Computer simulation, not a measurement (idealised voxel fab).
Herein follows the process module entitled voxel ribs on slabs.
Shown is cross-section cut, with a width of 220 nm and square cells of size 5 nm.
A cross-section is a grid of square cells, given in bands from the top down. A band is one or more rows of cells. In this notation a band is specified by the heights of its top and bottom, in that order and in nm, after which its materials appear from left to right, each paired with its width in nm. The word "edge to edge" attached to a single material means that material fills the band from edge to edge; the word "empty" stands for empty space. Beneath 0, the wafer as received is one material, and that level is where height counting begins. The lowest band goes on downward without a bottom; it is written like "from 0 down". The notation "30->40" denotes a width that varies across the rows of cells in the band, beginning at the first number in the top row, finishing at the second number in the bottom row, and changing by an identical amount from each row to the next. For the purposes of this document, the phrase "all unchanged" attached to a step denotes that no cell within the cross-section was modified by that step. Enclosed cavity list: empty space of 8 cells or more with no open way to the top, each as width x height at its distance from the left edge, in nm. What comes after the settings on a step's line is commentary from the simulator itself on that step. Each step line may optionally specify "overlay nm", which for a step with a mask gives the rightward distance between the mask's planned place and where it lay, a negative value indicating the leftward direction. Pairs, read this way: before one process step on the one hand, after it on the other, the after cross-section ending at the lowest band that changed; the step between, settings included, beneath. Same starting wafer throughout, but possibly different runs of this module, so no pair continues from the pair above unless its entry headed "Preceding state" says so.

PRECEDING STATE
from 0 down: Si edge to edge
Enclosed cavity list: none

RESULT OF STEP
from 20 to 0: SiO2 edge to edge
Note: structure below 0 unchanged.
Enclosed cavity list: none
Quick note on the step between the two cross-sections above: op DIRECTIONAL_DEP | material SiO2 | thk nm 20

Preceding state: For the state before this step, see the after cross-section of the pair located directly above.

RESULT OF STEP
from 40 to 20: polySi edge to edge
Note: structure below 20 unchanged.
Enclosed cavity list: none
Quick note on the step between the two cross-sections above: op DIRECTIONAL_DEP | material polySi | thk nm 20

Preceding state: For the state before this step, see the after cross-section of the pair located directly above.

RESULT OF STEP
from 60 to 40: empty: 100  resist: 20  empty: 100
Note: structure below 40 unchanged.
Enclosed cavity list: none
Quick note on the step between the two cross-sections above: op PATTERN | tone cover | mask id RIB | material resist | width nm 20 | thk nm 20 | overlay nm 0

Preceding state: For the state before this step, see the after cross-section of the pair located directly above.

RESULT OF STEP
from 60 to 40: empty: 100  resist: 20  empty: 100
from 40 to 35: empty: 100  polySi: 20  empty: 100
Note: structure below 35 unchanged.
Enclosed cavity list: none
Quick note on the step between the two cross-sections above: op DIRECTIONAL_ETCH | etch materials polySi | depth nm 5

Preceding state: For the state before this step, see the after cross-section of the pair located directly above.

RESULT OF STEP
from 40 to 35: empty: 100  polySi: 20  empty: 100
Note: structure below 35 unchanged.
Enclosed cavity list: none
Quick note on the step between the two cross-sections above: op STRIP | etch materials resist

Preceding state: For the state before this step, see the after cross-section of the pair located directly above.

RESULT OF STEP
from 50 to 45: empty: 100  aC: 20  empty: 100
from 45 to 40: aC edge to edge
from 40 to 35: aC: 100  polySi: 20  aC: 100
Note: structure below 35 unchanged.
Enclosed cavity list: none
Quick note on the step between the two cross-sections above: op DIRECTIONAL_DEP | material aC | thk nm 10

Preceding state: For the state before this step, see the after cross-section of the pair located directly above.

RESULT OF STEP
from 80 to 50: empty: 75  resist: 70  empty: 75
from 50 to 45: empty: 75  resist: 25  aC: 20  resist: 25  empty: 75
Note: structure below 45 unchanged.
Enclosed cavity list: none
Quick note on the step between the two cross-sections above: op PATTERN | tone cover | mask id SLAB | material resist | width nm 70 | thk nm 30 | overlay nm 0

Preceding state: For the state before this step, see the after cross-section of the pair located directly above.

RESULT OF STEP
from 70 to 50: empty: 75  resist: 70  empty: 75
from 50 to 45: empty: 75  resist: 25  aC: 20  resist: 25  empty: 75
from 45 to 40: empty: 75  aC: 70  empty: 75
from 40 to 35: empty: 75  aC: 25  polySi: 20  aC: 25  empty: 75
Note: structure below 35 unchanged.
Enclosed cavity list: none
Quick note on the step between the two cross-sections above: op DIRECTIONAL_ETCH | etch materials aC | depth nm 10

Preceding state: For the state before this step, see the after cross-section of the pair located directly above.

RESULT OF STEP
from 50 to 40: empty: 100->75  aC: 20->70  empty: 100->75
Note: structure below 40 unchanged.
Enclosed cavity list: none
Quick note on the step between the two cross-sections above: op STRIP | etch materials resist

Preceding state: For the state before this step, see the after cross-section of the pair located directly above.

RESULT OF STEP
from 50 to 40: empty: 100->75  aC: 20->70  empty: 100->75
from 40 to 35: empty: 75  aC: 25  polySi: 20  aC: 25  empty: 75
from 35 to 20: empty: 75  polySi: 70  empty: 75
Note: structure below 20 unchanged.
Enclosed cavity list: none
Quick note on the step between the two cross-sections above: op DIRECTIONAL_ETCH | etch materials polySi | depth nm 15

Preceding state: For the state before this step, see the after cross-section of the pair located directly above.

RESULT OF STEP
from 40 to 35: empty: 100  polySi: 20  empty: 100
Note: structure below 35 unchanged.
Enclosed cavity list: none
Quick note on the step between the two cross-sections above: op STRIP | etch materials aC

Preceding state: For the state before this step, see the after cross-section of the pair located directly above.

RESULT OF STEP
from 60 to 40: SiO2 edge to edge
from 40 to 35: SiO2: 100  polySi: 20  SiO2: 100
from 35 to 20: SiO2: 75  polySi: 70  SiO2: 75
Note: structure below 20 unchanged.
Enclosed cavity list: none
Quick note on the step between the two cross-sections above: op FILL_DEP | material SiO2 | thk nm 20

Preceding state: For the state before this step, see the after cross-section of the pair located directly above.

RESULT OF STEP
from 55 to 40: SiO2 edge to edge
Note: structure below 40 unchanged.
Enclosed cavity list: none
Quick note on the step between the two cross-sections above: op CMP | height nm 55

Preceding state: For the state before this step, see the after cross-section of the pair located directly above.

RESULT OF STEP
from 65 to 55: TiN edge to edge
Note: structure below 55 unchanged.
Enclosed cavity list: none
Quick note on the step between the two cross-sections above: op DIRECTIONAL_DEP | material TiN | thk nm 10

Preceding state: For the state before this step, see the after cross-section of the pair located directly above.

RESULT OF STEP
from 80 to 65: empty: 95  resist: 30  empty: 95
Note: structure below 65 unchanged.
Enclosed cavity list: none
Quick note on the step between the two cross-sections above: op PATTERN | tone cover | mask id HEATER | material resist | width nm 30 | thk nm 15 | overlay nm 0

Preceding state: For the state before this step, see the after cross-section of the pair located directly above.

RESULT OF STEP
from 80 to 65: empty: 95  resist: 30  empty: 95
from 65 to 55: empty: 95  TiN: 30  empty: 95
Note: structure below 55 unchanged.
Enclosed cavity list: none
Quick note on the step between the two cross-sections above: op DIRECTIONAL_ETCH | etch materials TiN | depth nm 10

Preceding state: For the state before this step, see the after cross-section of the pair located directly above.

RESULT OF STEP
from 65 to 55: empty: 95  TiN: 30  empty: 95
Note: structure below 55 unchanged.
Enclosed cavity list: none
Quick note on the step between the two cross-sections above: op STRIP | etch materials resist

Preceding state: For the state before this step, see the after cross-section of the pair located directly above.

RESULT OF STEP
from 70 to 65: empty: 90  SiN: 40  empty: 90
from 65 to 60: empty: 90  SiN: 5  TiN: 30  SiN: 5  empty: 90
from 60 to 55: SiN: 95  TiN: 30  SiN: 95
Note: structure below 55 unchanged.
Enclosed cavity list: none
Quick note on the step between the two cross-sections above: op CONFORMAL_DEP | material SiN | thk nm 5

PRECEDING STATE
from 40 to 20: polySi edge to edge
from 20 to 0: SiO2 edge to edge
from 0 down: Si edge to edge
Enclosed cavity list: none

RESULT OF STEP
from 60 to 20: polySi edge to edge
Note: structure below 20 unchanged.
Enclosed cavity list: none
Quick note on the step between the two cross-sections above: op DIRECTIONAL_DEP | material polySi | thk nm 20

Preceding state: For the state before this step, see the after cross-section of the pair located directly above.

RESULT OF STEP
from 80 to 60: empty: 100  resist: 20  empty: 100
Note: structure below 60 unchanged.
Enclosed cavity list: none
Quick note on the step between the two cross-sections above: op PATTERN | tone cover | mask id RIB | material resist | width nm 20 | thk nm 20 | overlay nm 0

Preceding state: For the state before this step, see the after cross-section of the pair located directly above.

RESULT OF STEP
from 80 to 60: empty: 100  resist: 20  empty: 100
from 60 to 55: empty: 100  polySi: 20  empty: 100
Note: structure below 55 unchanged.
Enclosed cavity list: none
Quick note on the step between the two cross-sections above: op DIRECTIONAL_ETCH | etch materials polySi | depth nm 5

Preceding state: For the state before this step, see the after cross-section of the pair located directly above.

RESULT OF STEP
from 60 to 55: empty: 100  polySi: 20  empty: 100
Note: structure below 55 unchanged.
Enclosed cavity list: none
Quick note on the step between the two cross-sections above: op STRIP | etch materials resist

Preceding state: For the state before this step, see the after cross-section of the pair located directly above.

RESULT OF STEP
from 70 to 65: empty: 100  aC: 20  empty: 100
from 65 to 60: aC edge to edge
from 60 to 55: aC: 100  polySi: 20  aC: 100
Note: structure below 55 unchanged.
Enclosed cavity list: none
Quick note on the step between the two cross-sections above: op DIRECTIONAL_DEP | material aC | thk nm 10

Preceding state: For the state before this step, see the after cross-section of the pair located directly above.

RESULT OF STEP
from 100 to 70: empty: 75  resist: 70  empty: 75
from 70 to 65: empty: 75  resist: 25  aC: 20  resist: 25  empty: 75
Note: structure below 65 unchanged.
Enclosed cavity list: none
Quick note on the step between the two cross-sections above: op PATTERN | tone cover | mask id SLAB | material resist | width nm 70 | thk nm 30 | overlay nm 0

Preceding state: For the state before this step, see the after cross-section of the pair located directly above.

RESULT OF STEP
from 90 to 70: empty: 75  resist: 70  empty: 75
from 70 to 65: empty: 75  resist: 25  aC: 20  resist: 25  empty: 75
from 65 to 60: empty: 75  aC: 70  empty: 75
from 60 to 55: empty: 75  aC: 25  polySi: 20  aC: 25  empty: 75
Note: structure below 55 unchanged.
Enclosed cavity list: none
Quick note on the step between the two cross-sections above: op DIRECTIONAL_ETCH | etch materials aC | depth nm 10

Preceding state: For the state before this step, see the after cross-section of the pair located directly above.

RESULT OF STEP
from 70 to 60: empty: 100->75  aC: 20->70  empty: 100->75
Note: structure below 60 unchanged.
Enclosed cavity list: none
Quick note on the step between the two cross-sections above: op STRIP | etch materials resist

Preceding state: For the state before this step, see the after cross-section of the pair located directly above.

RESULT OF STEP
from 70 to 60: empty: 100->75  aC: 20->70  empty: 100->75
from 60 to 55: empty: 75  aC: 25  polySi: 20  aC: 25  empty: 75
from 55 to 40: empty: 75  polySi: 70  empty: 75
Note: structure below 40 unchanged.
Enclosed cavity list: none
Quick note on the step between the two cross-sections above: op DIRECTIONAL_ETCH | etch materials polySi | depth nm 15

Preceding state: For the state before this step, see the after cross-section of the pair located directly above.

RESULT OF STEP
from 60 to 55: empty: 100  polySi: 20  empty: 100
Note: structure below 55 unchanged.
Enclosed cavity list: none
Quick note on the step between the two cross-sections above: op STRIP | etch materials aC

Preceding state: For the state before this step, see the after cross-section of the pair located directly above.

RESULT OF STEP
from 80 to 60: SiO2 edge to edge
from 60 to 55: SiO2: 100  polySi: 20  SiO2: 100
from 55 to 40: SiO2: 75  polySi: 70  SiO2: 75
Note: structure below 40 unchanged.
Enclosed cavity list: none
Quick note on the step between the two cross-sections above: op FILL_DEP | material SiO2 | thk nm 20

Preceding state: For the state before this step, see the after cross-section of the pair located directly above.

RESULT OF STEP
from 55 to 40: SiO2: 75  polySi: 70  SiO2: 75
Note: structure below 40 unchanged.
Enclosed cavity list: none
Quick note on the step between the two cross-sections above: op CMP | height nm 55

Preceding state: For the state before this step, see the after cross-section of the pair located directly above.

RESULT OF STEP
from 65 to 55: TiN edge to edge
Note: structure below 55 unchanged.
Enclosed cavity list: none
Quick note on the step between the two cross-sections above: op DIRECTIONAL_DEP | material TiN | thk nm 10

Preceding state: For the state before this step, see the after cross-section of the pair located directly above.

RESULT OF STEP
from 80 to 65: empty: 95  resist: 30  empty: 95
Note: structure below 65 unchanged.
Enclosed cavity list: none
Quick note on the step between the two cross-sections above: op PATTERN | tone cover | mask id HEATER | material resist | width nm 30 | thk nm 15 | overlay nm 0

Preceding state: For the state before this step, see the after cross-section of the pair located directly above.

RESULT OF STEP
from 80 to 65: empty: 95  resist: 30  empty: 95
from 65 to 55: empty: 95  TiN: 30  empty: 95
Note: structure below 55 unchanged.
Enclosed cavity list: none
Quick note on the step between the two cross-sections above: op DIRECTIONAL_ETCH | etch materials TiN | depth nm 10

Preceding state: For the state before this step, see the after cross-section of the pair located directly above.

RESULT OF STEP
from 65 to 55: empty: 95  TiN: 30  empty: 95
Note: structure below 55 unchanged.
Enclosed cavity list: none
Quick note on the step between the two cross-sections above: op STRIP | etch materials resist

Preceding state: For the state before this step, see the after cross-section of the pair located directly above.

RESULT OF STEP
from 70 to 65: empty: 90  SiN: 40  empty: 90
from 65 to 60: empty: 90  SiN: 5  TiN: 30  SiN: 5  empty: 90
from 60 to 55: SiN: 95  TiN: 30  SiN: 95
Note: structure below 55 unchanged.
Enclosed cavity list: none
Quick note on the step between the two cross-sections above: op CONFORMAL_DEP | material SiN | thk nm 5

PRECEDING STATE
from 0 down: Si edge to edge
Enclosed cavity list: none

RESULT OF STEP
from 20 to 0: polySi edge to edge
Note: structure below 0 unchanged.
Enclosed cavity list: none
Quick note on the step between the two cross-sections above: op DIRECTIONAL_DEP | material polySi | thk nm 20

Preceding state: For the state before this step, see the after cross-section of the pair located directly above.

RESULT OF STEP
from 40 to 20: SiO2 edge to edge
Note: structure below 20 unchanged.
Enclosed cavity list: none
Quick note on the step between the two cross-sections above: op DIRECTIONAL_DEP | material SiO2 | thk nm 20

Preceding state: For the state before this step, see the after cross-section of the pair located directly above.

RESULT OF STEP
from 60 to 40: empty: 100  resist: 20  empty: 100
Note: structure below 40 unchanged.
Enclosed cavity list: none
Quick note on the step between the two cross-sections above: op PATTERN | tone cover | mask id RIB | material resist | width nm 20 | thk nm 20 | overlay nm 0

Preceding state: For the state before this step, see the after cross-section of the pair located directly above.

RESULT OF STEP
from 40 to 20: SiO2 edge to edge
Note: structure below 20 unchanged.
Enclosed cavity list: none
Quick note on the step between the two cross-sections above: op STRIP | etch materials resist

Preceding state: For the state before this step, see the after cross-section of the pair located directly above.

RESULT OF STEP
from 50 to 40: aC edge to edge
Note: structure below 40 unchanged.
Enclosed cavity list: none
Quick note on the step between the two cross-sections above: op DIRECTIONAL_DEP | material aC | thk nm 10

Preceding state: For the state before this step, see the after cross-section of the pair located directly above.

RESULT OF STEP
from 80 to 50: empty: 75  resist: 70  empty: 75
Note: structure below 50 unchanged.
Enclosed cavity list: none
Quick note on the step between the two cross-sections above: op PATTERN | tone cover | mask id SLAB | material resist | width nm 70 | thk nm 30 | overlay nm 0

Preceding state: For the state before this step, see the after cross-section of the pair located directly above.

RESULT OF STEP
from 70 to 50: empty: 75  resist: 70  empty: 75
from 50 to 40: empty: 75  aC: 70  empty: 75
Note: structure below 40 unchanged.
Enclosed cavity list: none
Quick note on the step between the two cross-sections above: op DIRECTIONAL_ETCH | etch materials aC | depth nm 10

Preceding state: For the state before this step, see the after cross-section of the pair located directly above.

RESULT OF STEP
from 50 to 40: empty: 75  aC: 70  empty: 75
Note: structure below 40 unchanged.
Enclosed cavity list: none
Quick note on the step between the two cross-sections above: op STRIP | etch materials resist

Preceding state: For the state before this step, see the after cross-section of the pair located directly above.

RESULT OF STEP
from 40 to 20: SiO2 edge to edge
Note: structure below 20 unchanged.
Enclosed cavity list: none
Quick note on the step between the two cross-sections above: op STRIP | etch materials aC

Preceding state: For the state before this step, see the after cross-section of the pair located directly above.

RESULT OF STEP
from 60 to 20: SiO2 edge to edge
Note: structure below 20 unchanged.
Enclosed cavity list: none
Quick note on the step between the two cross-sections above: op FILL_DEP | material SiO2 | thk nm 20

Preceding state: For the state before this step, see the after cross-section of the pair located directly above.

RESULT OF STEP
from 55 to 20: SiO2 edge to edge
Note: structure below 20 unchanged.
Enclosed cavity list: none
Quick note on the step between the two cross-sections above: op CMP | height nm 55

Preceding state: For the state before this step, see the after cross-section of the pair located directly above.

RESULT OF STEP
from 65 to 55: TiN edge to edge
Note: structure below 55 unchanged.
Enclosed cavity list: none
Quick note on the step between the two cross-sections above: op DIRECTIONAL_DEP | material TiN | thk nm 10

Preceding state: For the state before this step, see the after cross-section of the pair located directly above.

RESULT OF STEP
from 80 to 65: empty: 95  resist: 30  empty: 95
Note: structure below 65 unchanged.
Enclosed cavity list: none
Quick note on the step between the two cross-sections above: op PATTERN | tone cover | mask id HEATER | material resist | width nm 30 | thk nm 15 | overlay nm 0

Preceding state: For the state before this step, see the after cross-section of the pair located directly above.

RESULT OF STEP
from 80 to 65: empty: 95  resist: 30  empty: 95
from 65 to 55: empty: 95  TiN: 30  empty: 95
Note: structure below 55 unchanged.
Enclosed cavity list: none
Quick note on the step between the two cross-sections above: op DIRECTIONAL_ETCH | etch materials TiN | depth nm 10

Preceding state: For the state before this step, see the after cross-section of the pair located directly above.

RESULT OF STEP
from 65 to 55: empty: 95  TiN: 30  empty: 95
Note: structure below 55 unchanged.
Enclosed cavity list: none
Quick note on the step between the two cross-sections above: op STRIP | etch materials resist

Preceding state: For the state before this step, see the after cross-section of the pair located directly above.

RESULT OF STEP
from 70 to 65: empty: 90  SiN: 40  empty: 90
from 65 to 60: empty: 90  SiN: 5  TiN: 30  SiN: 5  empty: 90
from 60 to 55: SiN: 95  TiN: 30  SiN: 95
Note: structure below 55 unchanged.
Enclosed cavity list: none
Quick note on the step between the two cross-sections above: op CONFORMAL_DEP | material SiN | thk nm 5

PRECEDING STATE
from 20 to 0: SiO2 edge to edge
from 0 down: Si edge to edge
Enclosed cavity list: none

RESULT OF STEP
from 50 to 20: polySi edge to edge
Note: structure below 20 unchanged.
Enclosed cavity list: none
Quick note on the step between the two cross-sections above: op DIRECTIONAL_DEP | material polySi | thk nm 30

Preceding state: For the state before this step, see the after cross-section of the pair located directly above.

RESULT OF STEP
from 70 to 50: empty: 100  resist: 20  empty: 100
Note: structure below 50 unchanged.
Enclosed cavity list: none
Quick note on the step between the two cross-sections above: op PATTERN | tone cover | mask id RIB | material resist | width nm 20 | thk nm 20 | overlay nm 0

Preceding state: For the state before this step, see the after cross-section of the pair located directly above.

RESULT OF STEP
from 70 to 50: empty: 100  resist: 20  empty: 100
from 50 to 45: empty: 100  polySi: 20  empty: 100
Note: structure below 45 unchanged.
Enclosed cavity list: none
Quick note on the step between the two cross-sections above: op DIRECTIONAL_ETCH | etch materials polySi | depth nm 5

Preceding state: For the state before this step, see the after cross-section of the pair located directly above.

RESULT OF STEP
from 50 to 45: empty: 100  polySi: 20  empty: 100
Note: structure below 45 unchanged.
Enclosed cavity list: none
Quick note on the step between the two cross-sections above: op STRIP | etch materials resist

Preceding state: For the state before this step, see the after cross-section of the pair located directly above.

RESULT OF STEP
from 60 to 55: empty: 100  aC: 20  empty: 100
from 55 to 50: aC edge to edge
from 50 to 45: aC: 100  polySi: 20  aC: 100
Note: structure below 45 unchanged.
Enclosed cavity list: none
Quick note on the step between the two cross-sections above: op DIRECTIONAL_DEP | material aC | thk nm 10

Preceding state: For the state before this step, see the after cross-section of the pair located directly above.

RESULT OF STEP
from 90 to 60: empty: 75  resist: 70  empty: 75
from 60 to 55: empty: 75  resist: 25  aC: 20  resist: 25  empty: 75
Note: structure below 55 unchanged.
Enclosed cavity list: none
Quick note on the step between the two cross-sections above: op PATTERN | tone cover | mask id SLAB | material resist | width nm 70 | thk nm 30 | overlay nm 0

Preceding state: For the state before this step, see the after cross-section of the pair located directly above.

RESULT OF STEP
from 80 to 60: empty: 75  resist: 70  empty: 75
from 60 to 55: empty: 75  resist: 25  aC: 20  resist: 25  empty: 75
from 55 to 50: empty: 75  aC: 70  empty: 75
from 50 to 45: empty: 75  aC: 25  polySi: 20  aC: 25  empty: 75
Note: structure below 45 unchanged.
Enclosed cavity list: none
Quick note on the step between the two cross-sections above: op DIRECTIONAL_ETCH | etch materials aC | depth nm 10

Preceding state: For the state before this step, see the after cross-section of the pair located directly above.

RESULT OF STEP
from 60 to 50: empty: 100->75  aC: 20->70  empty: 100->75
Note: structure below 50 unchanged.
Enclosed cavity list: none
Quick note on the step between the two cross-sections above: op STRIP | etch materials resist

Preceding state: For the state before this step, see the after cross-section of the pair located directly above.

RESULT OF STEP
from 60 to 50: empty: 100->75  aC: 20->70  empty: 100->75
from 50 to 45: empty: 75  aC: 25  polySi: 20  aC: 25  empty: 75
from 45 to 30: empty: 75  polySi: 70  empty: 75
Note: structure below 30 unchanged.
Enclosed cavity list: none
Quick note on the step between the two cross-sections above: op DIRECTIONAL_ETCH | etch materials polySi | depth nm 15

Preceding state: For the state before this step, see the after cross-section of the pair located directly above.

RESULT OF STEP
from 50 to 45: empty: 100  polySi: 20  empty: 100
Note: structure below 45 unchanged.
Enclosed cavity list: none
Quick note on the step between the two cross-sections above: op STRIP | etch materials aC

Preceding state: For the state before this step, see the after cross-section of the pair located directly above.

RESULT OF STEP
from 70 to 50: SiO2 edge to edge
from 50 to 45: SiO2: 100  polySi: 20  SiO2: 100
from 45 to 30: SiO2: 75  polySi: 70  SiO2: 75
Note: structure below 30 unchanged.
Enclosed cavity list: none
Quick note on the step between the two cross-sections above: op FILL_DEP | material SiO2 | thk nm 20

Preceding state: For the state before this step, see the after cross-section of the pair located directly above.

RESULT OF STEP
from 55 to 50: SiO2 edge to edge
Note: structure below 50 unchanged.
Enclosed cavity list: none
Quick note on the step between the two cross-sections above: op CMP | height nm 55

Preceding state: For the state before this step, see the after cross-section of the pair located directly above.

RESULT OF STEP
from 65 to 55: TiN edge to edge
Note: structure below 55 unchanged.
Enclosed cavity list: none
Quick note on the step between the two cross-sections above: op DIRECTIONAL_DEP | material TiN | thk nm 10

Preceding state: For the state before this step, see the after cross-section of the pair located directly above.

RESULT OF STEP
from 80 to 65: empty: 95  resist: 30  empty: 95
Note: structure below 65 unchanged.
Enclosed cavity list: none
Quick note on the step between the two cross-sections above: op PATTERN | tone cover | mask id HEATER | material resist | width nm 30 | thk nm 15 | overlay nm 0

Preceding state: For the state before this step, see the after cross-section of the pair located directly above.

RESULT OF STEP
from 80 to 65: empty: 95  resist: 30  empty: 95
from 65 to 55: empty: 95  TiN: 30  empty: 95
Note: structure below 55 unchanged.
Enclosed cavity list: none
Quick note on the step between the two cross-sections above: op DIRECTIONAL_ETCH | etch materials TiN | depth nm 10

Preceding state: For the state before this step, see the after cross-section of the pair located directly above.

RESULT OF STEP
from 65 to 55: empty: 95  TiN: 30  empty: 95
Note: structure below 55 unchanged.
Enclosed cavity list: none
Quick note on the step between the two cross-sections above: op STRIP | etch materials resist

Preceding state: For the state before this step, see the after cross-section of the pair located directly above.

RESULT OF STEP
from 70 to 65: empty: 90  SiN: 40  empty: 90
from 65 to 60: empty: 90  SiN: 5  TiN: 30  SiN: 5  empty: 90
from 60 to 55: SiN: 95  TiN: 30  SiN: 95
Note: structure below 55 unchanged.
Enclosed cavity list: none
Quick note on the step between the two cross-sections above: op CONFORMAL_DEP | material SiN | thk nm 5

PRECEDING STATE
from 65 to 55: TiN edge to edge
from 55 to 40: SiO2 edge to edge
from 40 to 35: SiO2: 100  polySi: 20  SiO2: 100
from 35 to 20: SiO2: 75  polySi: 70  SiO2: 75
from 20 to 0: SiO2 edge to edge
from 0 down: Si edge to edge
Enclosed cavity list: none

RESULT OF STEP
from 80 to 65: empty: 100  resist: 20  empty: 100
Note: structure below 65 unchanged.
Enclosed cavity list: none
Quick note on the step between the two cross-sections above: op PATTERN | tone cover | mask id HEATER | material resist | width nm 20 | thk nm 15 | overlay nm 0

Preceding state: For the state before this step, see the after cross-section of the pair located directly above.

RESULT OF STEP
from 80 to 65: empty: 100  resist: 20  empty: 100
from 65 to 55: empty: 100  TiN: 20  empty: 100
Note: structure below 55 unchanged.
Enclosed cavity list: none
Quick note on the step between the two cross-sections above: op DIRECTIONAL_ETCH | etch materials TiN | depth nm 10

Preceding state: For the state before this step, see the after cross-section of the pair located directly above.

RESULT OF STEP
from 65 to 55: empty: 100  TiN: 20  empty: 100
Note: structure below 55 unchanged.
Enclosed cavity list: none
Quick note on the step between the two cross-sections above: op STRIP | etch materials resist

Preceding state: For the state before this step, see the after cross-section of the pair located directly above.

RESULT OF STEP
from 70 to 65: empty: 95  SiN: 30  empty: 95
from 65 to 60: empty: 95  SiN: 5  TiN: 20  SiN: 5  empty: 95
from 60 to 55: SiN: 100  TiN: 20  SiN: 100
Note: structure below 55 unchanged.
Enclosed cavity list: none
Quick note on the step between the two cross-sections above: op CONFORMAL_DEP | material SiN | thk nm 5

PRECEDING STATE
from 50 to 45: empty: 100  aC: 20  empty: 100
from 45 to 40: aC edge to edge
from 40 to 35: aC: 100  polySi: 20  aC: 100
from 35 to 20: polySi edge to edge
from 20 to 0: SiO2 edge to edge
from 0 down: Si edge to edge
Enclosed cavity list: none

RESULT OF STEP
from 80 to 50: empty: 70  resist: 70  empty: 80
from 50 to 45: empty: 70  resist: 30  aC: 20  resist: 20  empty: 80
Note: structure below 45 unchanged.
Enclosed cavity list: none
Quick note on the step between the two cross-sections above: op PATTERN | tone cover | mask id SLAB | material resist | width nm 70 | thk nm 30 | overlay nm -5

Preceding state: For the state before this step, see the after cross-section of the pair located directly above.

RESULT OF STEP
from 70 to 50: empty: 70  resist: 70  empty: 80
from 50 to 45: empty: 70  resist: 30  aC: 20  resist: 20  empty: 80
from 45 to 40: empty: 70  aC: 70  empty: 80
from 40 to 35: empty: 70  aC: 30  polySi: 20  aC: 20  empty: 80
Note: structure below 35 unchanged.
Enclosed cavity list: none
Quick note on the step between the two cross-sections above: op DIRECTIONAL_ETCH | etch materials aC | depth nm 10

Preceding state: For the state before this step, see the after cross-section of the pair located directly above.

RESULT OF STEP
from 50 to 40: empty: 100->70  aC: 20->70  empty: 100->80
Note: structure below 40 unchanged.
Enclosed cavity list: none
Quick note on the step between the two cross-sections above: op STRIP | etch materials resist

Preceding state: For the state before this step, see the after cross-section of the pair located directly above.

RESULT OF STEP
from 50 to 40: empty: 100->70  aC: 20->70  empty: 100->80
from 40 to 35: empty: 70  aC: 30  polySi: 20  aC: 20  empty: 80
from 35 to 20: empty: 70  polySi: 70  empty: 80
Note: structure below 20 unchanged.
Enclosed cavity list: none
Quick note on the step between the two cross-sections above: op DIRECTIONAL_ETCH | etch materials polySi | depth nm 15

Preceding state: For the state before this step, see the after cross-section of the pair located directly above.

RESULT OF STEP
from 40 to 35: empty: 100  polySi: 20  empty: 100
Note: structure below 35 unchanged.
Enclosed cavity list: none
Quick note on the step between the two cross-sections above: op STRIP | etch materials aC

Preceding state: For the state before this step, see the after cross-section of the pair located directly above.

RESULT OF STEP
from 60 to 40: SiO2 edge to edge
from 40 to 35: SiO2: 100  polySi: 20  SiO2: 100
from 35 to 20: SiO2: 70  polySi: 70  SiO2: 80
Note: structure below 20 unchanged.
Enclosed cavity list: none
Quick note on the step between the two cross-sections above: op FILL_DEP | material SiO2 | thk nm 20

Preceding state: For the state before this step, see the after cross-section of the pair located directly above.

RESULT OF STEP
from 55 to 40: SiO2 edge to edge
Note: structure below 40 unchanged.
Enclosed cavity list: none
Quick note on the step between the two cross-sections above: op CMP | height nm 55

Preceding state: For the state before this step, see the after cross-section of the pair located directly above.

RESULT OF STEP
from 65 to 55: TiN edge to edge
Note: structure below 55 unchanged.
Enclosed cavity list: none
Quick note on the step between the two cross-sections above: op DIRECTIONAL_DEP | material TiN | thk nm 10

Preceding state: For the state before this step, see the after cross-section of the pair located directly above.

RESULT OF STEP
from 80 to 65: empty: 95  resist: 30  empty: 95
Note: structure below 65 unchanged.
Enclosed cavity list: none
Quick note on the step between the two cross-sections above: op PATTERN | tone cover | mask id HEATER | material resist | width nm 30 | thk nm 15 | overlay nm 0

Preceding state: For the state before this step, see the after cross-section of the pair located directly above.

RESULT OF STEP
from 80 to 65: empty: 95  resist: 30  empty: 95
from 65 to 55: empty: 95  TiN: 30  empty: 95
Note: structure below 55 unchanged.
Enclosed cavity list: none
Quick note on the step between the two cross-sections above: op DIRECTIONAL_ETCH | etch materials TiN | depth nm 10

Preceding state: For the state before this step, see the after cross-section of the pair located directly above.

RESULT OF STEP
from 65 to 55: empty: 95  TiN: 30  empty: 95
Note: structure below 55 unchanged.
Enclosed cavity list: none
Quick note on the step between the two cross-sections above: op STRIP | etch materials resist

Preceding state: For the state before this step, see the after cross-section of the pair located directly above.

RESULT OF STEP
from 70 to 65: empty: 90  SiN: 40  empty: 90
from 65 to 60: empty: 90  SiN: 5  TiN: 30  SiN: 5  empty: 90
from 60 to 55: SiN: 95  TiN: 30  SiN: 95
Note: structure below 55 unchanged.
Enclosed cavity list: none
Quick note on the step between the two cross-sections above: op CONFORMAL_DEP | material SiN | thk nm 5

PRECEDING STATE
from 55 to 40: SiO2 edge to edge
from 40 to 35: SiO2: 100  polySi: 20  SiO2: 100
from 35 to 20: SiO2: 75  polySi: 70  SiO2: 75
from 20 to 0: SiO2 edge to edge
from 0 down: Si edge to edge
Enclosed cavity list: none

RESULT OF STEP
from 65 to 55: aC edge to edge
Note: structure below 55 unchanged.
Enclosed cavity list: none
Quick note on the step between the two cross-sections above: op DIRECTIONAL_DEP | material aC | thk nm 10

Preceding state: For the state before this step, see the after cross-section of the pair located directly above.

RESULT OF STEP
from 80 to 65: empty: 95  resist: 30  empty: 95
Note: structure below 65 unchanged.
Enclosed cavity list: none
Quick note on the step between the two cross-sections above: op PATTERN | tone cover | mask id HEATER | material resist | width nm 30 | thk nm 15 | overlay nm 0

Preceding state: For the state before this step, see the after cross-section of the pair located directly above.

RESULT OF STEP
from 65 to 55: aC edge to edge
Note: structure below 55 unchanged.
Enclosed cavity list: none
Quick note on the step between the two cross-sections above: op STRIP | etch materials resist

Preceding state: For the state before this step, see the after cross-section of the pair located directly above.

RESULT OF STEP
from 70 to 65: SiN edge to edge
Note: structure below 65 unchanged.
Enclosed cavity list: none
Quick note on the step between the two cross-sections above: op CONFORMAL_DEP | material SiN | thk nm 5

PRECEDING STATE
from 50 to 45: empty: 100  aC: 20  empty: 100
from 45 to 40: aC edge to edge
from 40 to 35: aC: 100  polySi: 20  aC: 100
from 35 to 20: polySi edge to edge
from 20 to 0: SiO2 edge to edge
from 0 down: Si edge to edge
Enclosed cavity list: none

RESULT OF STEP
from 80 to 50: resist: 75  empty: 70  resist: 75
from 50 to 45: resist: 75  empty: 25  aC: 20  empty: 25  resist: 75
Note: structure below 45 unchanged.
Enclosed cavity list: none
Quick note on the step between the two cross-sections above: op PATTERN | tone open | mask id SLAB | material resist | width nm 70 | thk nm 30 | overlay nm 0
